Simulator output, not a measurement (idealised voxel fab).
process module | voxel lift off
cross-section cut | 255 nm wide | cells 5 nm
A cross-section is a grid of square cells, given in bands from the top down. A band is one or more rows of cells.
Each band's line starts with the height of the band's top and of its bottom, in nm. Then come its materials from left to right, each with its width in nm. One material with "throughout" fills the band from edge to edge. "air" is empty space.
Height 0 is the level under which the wafer as received is all one material. The lowest band goes on downwards, as in "0 down".
A width such as "30 to 40" changes by the same amount from each row of cells to the next, from the band's top row to its bottom row.
"no change" after a step means that no cell of the cross-section changed.
closed voids: empty space of 8 cells or more with no open way to the top, each as width x height at its distance from the left edge, in nm
after a step's settings: what the simulator itself notes on the step
overlay nm, on a step with a mask: how far to the right of its planned place the mask lay; to the left if negative
plan
1 op RECEIVE | material Si
2 op CONFORMAL_DEP | material SiO2 | thk nm 15
3 op PATTERN | tone open | mask id LINES | material resist | width nm 20 | pitch nm 50 | thk nm 20 | overlay nm 0
4 op DIRECTIONAL_DEP | material Ru | thk nm 10
5 op STRIP | etch materials resist
6 op CONFORMAL_DEP | material SiO2 | thk nm 5
as received, after step 1
  0 down: Si throughout
  closed voids: none
first wafer at the end, as planned
  30 to 25: air 35 | SiO2 30 | air 20 | SiO2 30 | air 20 | SiO2 30 | air 20 | SiO2 30 | air 40
  25 to 20: air 35 | SiO2 5 | Ru 20 | SiO2 5 | air 20 | SiO2 5 | Ru 20 | SiO2 5 | air 20 | SiO2 5 | Ru 20 | SiO2 5 | air 20 | SiO2 5 | Ru 20 | SiO2 5 | air 40
  20 to 15: SiO2 40 | Ru 20 | SiO2 30 | Ru 20 | SiO2 30 | Ru 20 | SiO2 30 | Ru 20 | SiO2 45
  15 to 0: SiO2 throughout
  0 down: Si throughout
  closed voids: none
second wafer at the end: like start, like plan, one mistake
  30 to 20: air 35 | Ru 30 | air 20 | Ru 30 | air 20 | Ru 30 | air 20 | Ru 30 | air 40
  20 to 15: Ru throughout
  15 to 0: SiO2 throughout
  0 down: Si throughout
  closed voids: none
what went wrong: step 6 ran as: op CONFORMAL_DEP | material Ru | thk nm 5
at the end the second wafer has, in cells: 67 more of Ru | 67 fewer of SiO2
